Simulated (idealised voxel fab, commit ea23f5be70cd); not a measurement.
process module | voxel gate over fins
cross-section cut | 260 nm wide | cells 5 nm
A cross-section is a grid of square cells, given in bands from the top down. A band is one or more rows of cells.
Each band's line starts with the height of the band's top and of its bottom, in nm. Then come its materials from left to right, each with its width in nm. One material with "throughout" fills the band from edge to edge. "air" is empty space.
Height 0 is the level under which the wafer as received is all one material. The lowest band goes on downwards, as in "0 down".
A width such as "30 to 40" changes by the same amount from each row of cells to the next, from the band's top row to its bottom row.
"no change" after a step means that no cell of the cross-section changed.
closed voids: empty space of 8 cells or more with no open way to the top, each as width x height at its distance from the left edge, in nm
after a step's settings: what the simulator itself notes on the step
overlay nm, on a step with a mask: how far to the right of its planned place the mask lay; to the left if negative
plan
1 op RECEIVE | material Si
2 op CONFORMAL_DEP | material SiN | thk nm 5
3 op PATTERN | tone cover | mask id FINS | material resist | width nm 15 | pitch nm 60 | thk nm 20 | overlay nm 0
4 op DIRECTIONAL_ETCH | etch materials SiN | depth nm 5
5 op DIRECTIONAL_ETCH | etch materials Si | depth nm 40
6 op STRIP | etch materials resist
7 op OXIDIZE | depth nm 5
8 op FILL_DEP | material SiO2 | thk nm 10
9 op CMP | height nm 5
10 op PATTERN | tone open | mask id RAIL | material resist | width nm 15 | thk nm 15 | overlay nm 0
11 op DIRECTIONAL_ETCH | etch materials SiO2 | depth nm 40
12 op STRIP | etch materials resist
13 op CONFORMAL_DEP | material TiN | thk nm 5
14 op FILL_DEP | material Ru | thk nm 5
15 op CMP | height nm 5
16 op SELECTIVE_ETCH | etch materials W Ru TiN | depth nm 30
17 op FILL_DEP | material SiO2 | thk nm 5
18 op CMP | height nm 5
19 op SELECTIVE_ETCH | etch materials SiO2 | depth nm 20
20 op STRIP | etch materials SiN
21 op CONFORMAL_DEP | material HfO2 | thk nm 5
22 op CONFORMAL_DEP | material TiN | thk nm 5
23 op CONFORMAL_DEP | material TiAl | thk nm 5
24 op CONFORMAL_DEP | material TiN | thk nm 5
25 op FILL_DEP | material W | thk nm 15
26 op CMP | height nm 30
27 op CONFORMAL_DEP | material SiCN | thk nm 10
first wafer, as planned
as received, after step 1
  0 down: Si throughout
  closed voids: none
after step 2
  5 to 0: SiN throughout
  below 0: unchanged
after step 3
  25 to 5: air 60 | resist 15 | air 45 | resist 15 | air 45 | resist 15 | air 65
  below 5: unchanged
after step 4
  25 to 5: air 60 | resist 15 | air 45 | resist 15 | air 45 | resist 15 | air 65
  5 to 0: air 60 | SiN 15 | air 45 | SiN 15 | air 45 | SiN 15 | air 65
  below 0: unchanged
after step 5
  25 to 5: air 60 | resist 15 | air 45 | resist 15 | air 45 | resist 15 | air 65
  5 to 0: air 60 | SiN 15 | air 45 | SiN 15 | air 45 | SiN 15 | air 65
  0 to -40: air 60 | Si 15 | air 45 | Si 15 | air 45 | Si 15 | air 65
  below -40: unchanged
after step 6
  5 to 0: air 60 | SiN 15 | air 45 | SiN 15 | air 45 | SiN 15 | air 65
  below 0: unchanged
after step 7
  5 to 0: air 60 | SiN 15 | air 45 | SiN 15 | air 45 | SiN 15 | air 65
  0 to -40: air 60 | SiO2 5 | Si 5 | SiO2 5 | air 45 | SiO2 5 | Si 5 | SiO2 5 | air 45 | SiO2 5 | Si 5 | SiO2 5 | air 65
  -40 to -45: SiO2 65 | Si 5 | SiO2 55 | Si 5 | SiO2 55 | Si 5 | SiO2 70
  below -45: unchanged
after step 8
  15 to 5: SiO2 throughout
  5 to 0: SiO2 60 | SiN 15 | SiO2 45 | SiN 15 | SiO2 45 | SiN 15 | SiO2 65
  0 to -45: SiO2 65 | Si 5 | SiO2 55 | Si 5 | SiO2 55 | Si 5 | SiO2 70
  below -45: unchanged
after step 9
  5 to 0: SiO2 60 | SiN 15 | SiO2 45 | SiN 15 | SiO2 45 | SiN 15 | SiO2 65
  below 0: unchanged
after step 10
  20 to 5: resist 90 | air 15 | resist 155
  below 5: unchanged
after step 11
  20 to 5: resist 90 | air 15 | resist 155
  5 to 0: SiO2 60 | SiN 15 | SiO2 15 | air 15 | SiO2 15 | SiN 15 | SiO2 45 | SiN 15 | SiO2 65
  0 to -35: SiO2 65 | Si 5 | SiO2 20 | air 15 | SiO2 20 | Si 5 | SiO2 55 | Si 5 | SiO2 70
  below -35: unchanged
after step 12
  5 to 0: SiO2 60 | SiN 15 | SiO2 15 | air 15 | SiO2 15 | SiN 15 | SiO2 45 | SiN 15 | SiO2 65
  below 0: unchanged
after step 13
  10 to 5: TiN 95 | air 5 | TiN 160
  5 to 0: SiO2 60 | SiN 15 | SiO2 15 | TiN 5 | air 5 | TiN 5 | SiO2 15 | SiN 15 | SiO2 45 | SiN 15 | SiO2 65
  0 to -30: SiO2 65 | Si 5 | SiO2 20 | TiN 5 | air 5 | TiN 5 | SiO2 20 | Si 5 | SiO2 55 | Si 5 | SiO2 70
  -30 to -35: SiO2 65 | Si 5 | SiO2 20 | TiN 15 | SiO2 20 | Si 5 | SiO2 55 | Si 5 | SiO2 70
  below -35: unchanged
after step 14
  15 to 10: Ru throughout
  10 to 5: TiN 95 | Ru 5 | TiN 160
  5 to 0: SiO2 60 | SiN 15 | SiO2 15 | TiN 5 | Ru 5 | TiN 5 | SiO2 15 | SiN 15 | SiO2 45 | SiN 15 | SiO2 65
  0 to -30: SiO2 65 | Si 5 | SiO2 20 | TiN 5 | Ru 5 | TiN 5 | SiO2 20 | Si 5 | SiO2 55 | Si 5 | SiO2 70
  below -30: unchanged
after step 15
  5 to 0: SiO2 60 | SiN 15 | SiO2 15 | TiN 5 | Ru 5 | TiN 5 | SiO2 15 | SiN 15 | SiO2 45 | SiN 15 | SiO2 65
  below 0: unchanged
after step 16
  5 to 0: SiO2 60 | SiN 15 | SiO2 15 | air 15 | SiO2 15 | SiN 15 | SiO2 45 | SiN 15 | SiO2 65
  0 to -25: SiO2 65 | Si 5 | SiO2 20 | air 15 | SiO2 20 | Si 5 | SiO2 55 | Si 5 | SiO2 70
  below -25: unchanged
after step 17
  10 to 5: SiO2 throughout
  5 to 0: SiO2 60 | SiN 15 | SiO2 45 | SiN 15 | SiO2 45 | SiN 15 | SiO2 65
  0 to -25: SiO2 65 | Si 5 | SiO2 55 | Si 5 | SiO2 55 | Si 5 | SiO2 70
  below -25: unchanged
after step 18
  5 to 0: SiO2 60 | SiN 15 | SiO2 45 | SiN 15 | SiO2 45 | SiN 15 | SiO2 65
  below 0: unchanged
after step 19
  5 to 0: air 60 | SiN 15 | air 45 | SiN 15 | air 45 | SiN 15 | air 65
  0 to -15: air 65 | Si 5 | air 55 | Si 5 | air 55 | Si 5 | air 70
  below -15: unchanged
after step 20
  0 to -15: air 65 | Si 5 | air 55 | Si 5 | air 55 | Si 5 | air 70
  below -15: unchanged
after step 21
  5 to 0: air 60 | HfO2 15 | air 45 | HfO2 15 | air 45 | HfO2 15 | air 65
  0 to -10: air 60 | HfO2 5 | Si 5 | HfO2 5 | air 45 | HfO2 5 | Si 5 | HfO2 5 | air 45 | HfO2 5 | Si 5 | HfO2 5 | air 65
  -10 to -15: HfO2 65 | Si 5 | HfO2 55 | Si 5 | HfO2 55 | Si 5 | HfO2 70
  below -15: unchanged
after step 22
  10 to 5: air 55 | TiN 25 | air 35 | TiN 25 | air 35 | TiN 25 | air 60
  5 to 0: air 55 | TiN 5 | HfO2 15 | TiN 5 | air 35 | TiN 5 | HfO2 15 | TiN 5 | air 35 | TiN 5 | HfO2 15 | TiN 5 | air 60
  0 to -5: air 55 | TiN 5 | HfO2 5 | Si 5 | HfO2 5 | TiN 5 | air 35 | TiN 5 | HfO2 5 | Si 5 | HfO2 5 | TiN 5 | air 35 | TiN 5 | HfO2 5 | Si 5 | HfO2 5 | TiN 5 | air 60
  -5 to -10: TiN 60 | HfO2 5 | Si 5 | HfO2 5 | TiN 45 | HfO2 5 | Si 5 | HfO2 5 | TiN 45 | HfO2 5 | Si 5 | HfO2 5 | TiN 65
  below -10: unchanged
after step 23
  15 to 10: air 50 | TiAl 35 | air 25 | TiAl 35 | air 25 | TiAl 35 | air 55
  10 to 5: air 50 | TiAl 5 | TiN 25 | TiAl 5 | air 25 | TiAl 5 | TiN 25 | TiAl 5 | air 25 | TiAl 5 | TiN 25 | TiAl 5 | air 55
  5 to 0: air 50 | TiAl 5 | TiN 5 | HfO2 15 | TiN 5 | TiAl 5 | air 25 | TiAl 5 | TiN 5 | HfO2 15 | TiN 5 | TiAl 5 | air 25 | TiAl 5 | TiN 5 | HfO2 15 | TiN 5 | TiAl 5 | air 55
  0 to -5: TiAl 55 | TiN 5 | HfO2 5 | Si 5 | HfO2 5 | TiN 5 | TiAl 35 | TiN 5 | HfO2 5 | Si 5 | HfO2 5 | TiN 5 | TiAl 35 | TiN 5 | HfO2 5 | Si 5 | HfO2 5 | TiN 5 | TiAl 60
  below -5: unchanged
after step 24
  20 to 15: air 45 | TiN 45 | air 15 | TiN 45 | air 15 | TiN 45 | air 50
  15 to 10: air 45 | TiN 5 | TiAl 35 | TiN 5 | air 15 | TiN 5 | TiAl 35 | TiN 5 | air 15 | TiN 5 | TiAl 35 | TiN 5 | air 50
  10 to 5: air 45 | TiN 5 | TiAl 5 | TiN 25 | TiAl 5 | TiN 5 | air 15 | TiN 5 | TiAl 5 | TiN 25 | TiAl 5 | TiN 5 | air 15 | TiN 5 | TiAl 5 | TiN 25 | TiAl 5 | TiN 5 | air 50
  5 to 0: TiN 50 | TiAl 5 | TiN 5 | HfO2 15 | TiN 5 | TiAl 5 | TiN 25 | TiAl 5 | TiN 5 | HfO2 15 | TiN 5 | TiAl 5 | TiN 25 | TiAl 5 | TiN 5 | HfO2 15 | TiN 5 | TiAl 5 | TiN 55
  below 0: unchanged
after step 25
  35 to 20: W throughout
  20 to 15: W 45 | TiN 45 | W 15 | TiN 45 | W 15 | TiN 45 | W 50
  15 to 10: W 45 | TiN 5 | TiAl 35 | TiN 5 | W 15 | TiN 5 | TiAl 35 | TiN 5 | W 15 | TiN 5 | TiAl 35 | TiN 5 | W 50
  10 to 5: W 45 | TiN 5 | TiAl 5 | TiN 25 | TiAl 5 | TiN 5 | W 15 | TiN 5 | TiAl 5 | TiN 25 | TiAl 5 | TiN 5 | W 15 | TiN 5 | TiAl 5 | TiN 25 | TiAl 5 | TiN 5 | W 50
  below 5: unchanged
after step 26
  30 to 20: W throughout
  below 20: unchanged
after step 27
  40 to 30: SiCN throughout
  below 30: unchanged
second wafer: like start, like plan, one mistake. Through step 4 it matches the first wafer
when step 5 should have ended
  25 to 5: air 60 | resist 15 | air 45 | resist 15 | air 45 | resist 15 | air 65
  5 to 0: air 60 | SiN 15 | air 45 | SiN 15 | air 45 | SiN 15 | air 65
  0 to -45: air 60 | Si 15 | air 45 | Si 15 | air 45 | Si 15 | air 65
  below -45: unchanged
when step 6 should have ended
  5 to 0: air 60 | SiN 15 | air 45 | SiN 15 | air 45 | SiN 15 | air 65
  below 0: unchanged
when step 7 should have ended
  5 to 0: air 60 | SiN 15 | air 45 | SiN 15 | air 45 | SiN 15 | air 65
  0 to -45: air 60 | SiO2 5 | Si 5 | SiO2 5 | air 45 | SiO2 5 | Si 5 | SiO2 5 | air 45 | SiO2 5 | Si 5 | SiO2 5 | air 65
  -45 to -50: SiO2 65 | Si 5 | SiO2 55 | Si 5 | SiO2 55 | Si 5 | SiO2 70
  below -50: unchanged
when step 8 should have ended
  15 to 5: SiO2 throughout
  5 to 0: SiO2 60 | SiN 15 | SiO2 45 | SiN 15 | SiO2 45 | SiN 15 | SiO2 65
  0 to -50: SiO2 65 | Si 5 | SiO2 55 | Si 5 | SiO2 55 | Si 5 | SiO2 70
  below -50: unchanged
when step 9 should have ended
  5 to 0: SiO2 60 | SiN 15 | SiO2 45 | SiN 15 | SiO2 45 | SiN 15 | SiO2 65
  below 0: unchanged
when step 10 should have ended
  20 to 5: resist 90 | air 15 | resist 155
  below 5: unchanged
when step 11 should have ended
  20 to 5: resist 90 | air 15 | resist 155
  5 to 0: SiO2 60 | SiN 15 | SiO2 15 | air 15 | SiO2 15 | SiN 15 | SiO2 45 | SiN 15 | SiO2 65
  0 to -35: SiO2 65 | Si 5 | SiO2 20 | air 15 | SiO2 20 | Si 5 | SiO2 55 | Si 5 | SiO2 70
  below -35: unchanged
when step 12 should have ended
  5 to 0: SiO2 60 | SiN 15 | SiO2 15 | air 15 | SiO2 15 | SiN 15 | SiO2 45 | SiN 15 | SiO2 65
  below 0: unchanged
when step 13 should have ended
  10 to 5: TiN 95 | air 5 | TiN 160
  5 to 0: SiO2 60 | SiN 15 | SiO2 15 | TiN 5 | air 5 | TiN 5 | SiO2 15 | SiN 15 | SiO2 45 | SiN 15 | SiO2 65
  0 to -30: SiO2 65 | Si 5 | SiO2 20 | TiN 5 | air 5 | TiN 5 | SiO2 20 | Si 5 | SiO2 55 | Si 5 | SiO2 70
  -30 to -35: SiO2 65 | Si 5 | SiO2 20 | TiN 15 | SiO2 20 | Si 5 | SiO2 55 | Si 5 | SiO2 70
  below -35: unchanged
when step 14 should have ended
  15 to 10: Ru throughout
  10 to 5: TiN 95 | Ru 5 | TiN 160
  5 to 0: SiO2 60 | SiN 15 | SiO2 15 | TiN 5 | Ru 5 | TiN 5 | SiO2 15 | SiN 15 | SiO2 45 | SiN 15 | SiO2 65
  0 to -30: SiO2 65 | Si 5 | SiO2 20 | TiN 5 | Ru 5 | TiN 5 | SiO2 20 | Si 5 | SiO2 55 | Si 5 | SiO2 70
  below -30: unchanged
when step 15 should have ended
  5 to 0: SiO2 60 | SiN 15 | SiO2 15 | TiN 5 | Ru 5 | TiN 5 | SiO2 15 | SiN 15 | SiO2 45 | SiN 15 | SiO2 65
  below 0: unchanged
when step 16 should have ended
  5 to 0: SiO2 60 | SiN 15 | SiO2 15 | air 15 | SiO2 15 | SiN 15 | SiO2 45 | SiN 15 | SiO2 65
  0 to -25: SiO2 65 | Si 5 | SiO2 20 | air 15 | SiO2 20 | Si 5 | SiO2 55 | Si 5 | SiO2 70
  below -25: unchanged
when step 17 should have ended
  10 to 5: SiO2 throughout
  5 to 0: SiO2 60 | SiN 15 | SiO2 45 | SiN 15 | SiO2 45 | SiN 15 | SiO2 65
  0 to -25: SiO2 65 | Si 5 | SiO2 55 | Si 5 | SiO2 55 | Si 5 | SiO2 70
  below -25: unchanged
when step 18 should have ended
  5 to 0: SiO2 60 | SiN 15 | SiO2 45 | SiN 15 | SiO2 45 | SiN 15 | SiO2 65
  below 0: unchanged
when step 19 should have ended
  5 to 0: air 60 | SiN 15 | air 45 | SiN 15 | air 45 | SiN 15 | air 65
  0 to -15: air 65 | Si 5 | air 55 | Si 5 | air 55 | Si 5 | air 70
  below -15: unchanged
when step 20 should have ended
  0 to -15: air 65 | Si 5 | air 55 | Si 5 | air 55 | Si 5 | air 70
  below -15: unchanged
when step 21 should have ended
  5 to 0: air 60 | HfO2 15 | air 45 | HfO2 15 | air 45 | HfO2 15 | air 65
  0 to -10: air 60 | HfO2 5 | Si 5 | HfO2 5 | air 45 | HfO2 5 | Si 5 | HfO2 5 | air 45 | HfO2 5 | Si 5 | HfO2 5 | air 65
  -10 to -15: HfO2 65 | Si 5 | HfO2 55 | Si 5 | HfO2 55 | Si 5 | HfO2 70
  below -15: unchanged
when step 22 should have ended
  10 to 5: air 55 | TiN 25 | air 35 | TiN 25 | air 35 | TiN 25 | air 60
  5 to 0: air 55 | TiN 5 | HfO2 15 | TiN 5 | air 35 | TiN 5 | HfO2 15 | TiN 5 | air 35 | TiN 5 | HfO2 15 | TiN 5 | air 60
  0 to -5: air 55 | TiN 5 | HfO2 5 | Si 5 | HfO2 5 | TiN 5 | air 35 | TiN 5 | HfO2 5 | Si 5 | HfO2 5 | TiN 5 | air 35 | TiN 5 | HfO2 5 | Si 5 | HfO2 5 | TiN 5 | air 60
  -5 to -10: TiN 60 | HfO2 5 | Si 5 | HfO2 5 | TiN 45 | HfO2 5 | Si 5 | HfO2 5 | TiN 45 | HfO2 5 | Si 5 | HfO2 5 | TiN 65
  below -10: unchanged
when step 23 should have ended
  15 to 10: air 50 | TiAl 35 | air 25 | TiAl 35 | air 25 | TiAl 35 | air 55
  10 to 5: air 50 | TiAl 5 | TiN 25 | TiAl 5 | air 25 | TiAl 5 | TiN 25 | TiAl 5 | air 25 | TiAl 5 | TiN 25 | TiAl 5 | air 55
  5 to 0: air 50 | TiAl 5 | TiN 5 | HfO2 15 | TiN 5 | TiAl 5 | air 25 | TiAl 5 | TiN 5 | HfO2 15 | TiN 5 | TiAl 5 | air 25 | TiAl 5 | TiN 5 | HfO2 15 | TiN 5 | TiAl 5 | air 55
  0 to -5: TiAl 55 | TiN 5 | HfO2 5 | Si 5 | HfO2 5 | TiN 5 | TiAl 35 | TiN 5 | HfO2 5 | Si 5 | HfO2 5 | TiN 5 | TiAl 35 | TiN 5 | HfO2 5 | Si 5 | HfO2 5 | TiN 5 | TiAl 60
  below -5: unchanged
when step 24 should have ended
  20 to 15: air 45 | TiN 45 | air 15 | TiN 45 | air 15 | TiN 45 | air 50
  15 to 10: air 45 | TiN 5 | TiAl 35 | TiN 5 | air 15 | TiN 5 | TiAl 35 | TiN 5 | air 15 | TiN 5 | TiAl 35 | TiN 5 | air 50
  10 to 5: air 45 | TiN 5 | TiAl 5 | TiN 25 | TiAl 5 | TiN 5 | air 15 | TiN 5 | TiAl 5 | TiN 25 | TiAl 5 | TiN 5 | air 15 | TiN 5 | TiAl 5 | TiN 25 | TiAl 5 | TiN 5 | air 50
  5 to 0: TiN 50 | TiAl 5 | TiN 5 | HfO2 15 | TiN 5 | TiAl 5 | TiN 25 | TiAl 5 | TiN 5 | HfO2 15 | TiN 5 | TiAl 5 | TiN 25 | TiAl 5 | TiN 5 | HfO2 15 | TiN 5 | TiAl 5 | TiN 55
  below 0: unchanged
when step 25 should have ended
  35 to 20: W throughout
  20 to 15: W 45 | TiN 45 | W 15 | TiN 45 | W 15 | TiN 45 | W 50
  15 to 10: W 45 | TiN 5 | TiAl 35 | TiN 5 | W 15 | TiN 5 | TiAl 35 | TiN 5 | W 15 | TiN 5 | TiAl 35 | TiN 5 | W 50
  10 to 5: W 45 | TiN 5 | TiAl 5 | TiN 25 | TiAl 5 | TiN 5 | W 15 | TiN 5 | TiAl 5 | TiN 25 | TiAl 5 | TiN 5 | W 15 | TiN 5 | TiAl 5 | TiN 25 | TiAl 5 | TiN 5 | W 50
  below 5: unchanged
when step 26 should have ended
  30 to 20: W throughout
  below 20: unchanged
when step 27 should have ended
  40 to 30: SiCN throughout
  below 30: unchanged
what went wrong: step 5 ran as: op DIRECTIONAL_ETCH | etch materials Si | depth nm 45
at the end the second wafer has, in cells: 49 fewer of Si | 49 more of SiO2
